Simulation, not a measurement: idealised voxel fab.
This is a process module. Its name is voxel ribs on slabs.
It is cross-section cut that appears here, measuring 185 nm in width, its square cells being 5 nm in size.
For the purposes of this document, a cross-section shall be understood as a grid of square cells, specified as bands listed in top-to-bottom order, each band consisting of one or more rows of cells. A band entry consists of two parts. The first gives the height of the band's top and the height of its bottom, in nm. The rest lists the band's materials from left to right, each with its width in nm. A single material labelled with the word "throughout" fills the band from edge to edge, and the word "air" marks empty space. We count height from 0. Below that, the starting wafer is all one material. The lowest band never ends at the bottom but goes on down; see "0..down" for how that is written. Read "30 to 40" as a graded width: first number on top, second number at the bottom, same change between each pair of neighbouring rows. "no change" for a step: no cell of the cross-section changed in that step. "Closed void table" specifies each empty space that is not open to the top and that occupies no fewer than 8 cells, using the form width x height at distance, the distance measured from the left edge and all three quantities in nm. That trailing text on a step's line, after the settings, is the simulator's own remark on the step. Each step line may optionally specify "overlay nm", which for a step with a mask gives the rightward distance between the mask's planned place and where it lay, a negative value indicating the leftward direction.
### The planned process steps are enumerated hereunder
1 RECEIVE [material Si]
2 DIRECTIONAL_DEP [material SiO2] [thk nm 25]
3 DIRECTIONAL_DEP [material SiN] [thk nm 15]
4 PATTERN [tone cover] [mask id RIB] [material resist] [width nm 30] [thk nm 15] [overlay nm 0]
5 DIRECTIONAL_ETCH [etch materials SiN] [depth nm 5]
6 STRIP [etch materials resist]
7 DIRECTIONAL_DEP [material aC] [thk nm 10]
8 PATTERN [tone cover] [mask id SLAB] [material resist] [width nm 60] [thk nm 25] [overlay nm 0]
9 DIRECTIONAL_ETCH [etch materials aC] [depth nm 10]
10 STRIP [etch materials resist]
11 DIRECTIONAL_ETCH [etch materials SiN] [depth nm 10]
12 STRIP [etch materials aC]
13 FILL_DEP [material SiO2] [thk nm 25]
14 CMP [height nm 60]
15 DIRECTIONAL_DEP [material W] [thk nm 5]
16 PATTERN [tone cover] [mask id HEATER] [material resist] [width nm 40] [thk nm 15] [overlay nm 0]
17 DIRECTIONAL_ETCH [etch materials W] [depth nm 5]
18 STRIP [etch materials resist]
19 CONFORMAL_DEP [material SiN] [thk nm 10]
### Incoming wafer, cross-sectional view, post step 1
* 0..down  Si throughout
* Closed void table: none
### Post-module cross-section: identical start and plan to those above, one misstep in execution
* 75..70  air: 60 / SiN: 60 / air: 65
* 70..65  SiN throughout
* 65..60  SiN: 70 / W: 40 / SiN: 75
* 60..55  SiO2 throughout
* 55..50  SiO2: 75 / SiN: 30 / SiO2: 80
* 50..40  SiO2: 60 / SiN: 60 / SiO2: 65
* 40..25  SiN throughout
* 25..0  SiO2 throughout
* 0..down  Si throughout
* Closed void table: none
What was done differently from what was planned? step 3 of the plan was executed twice over
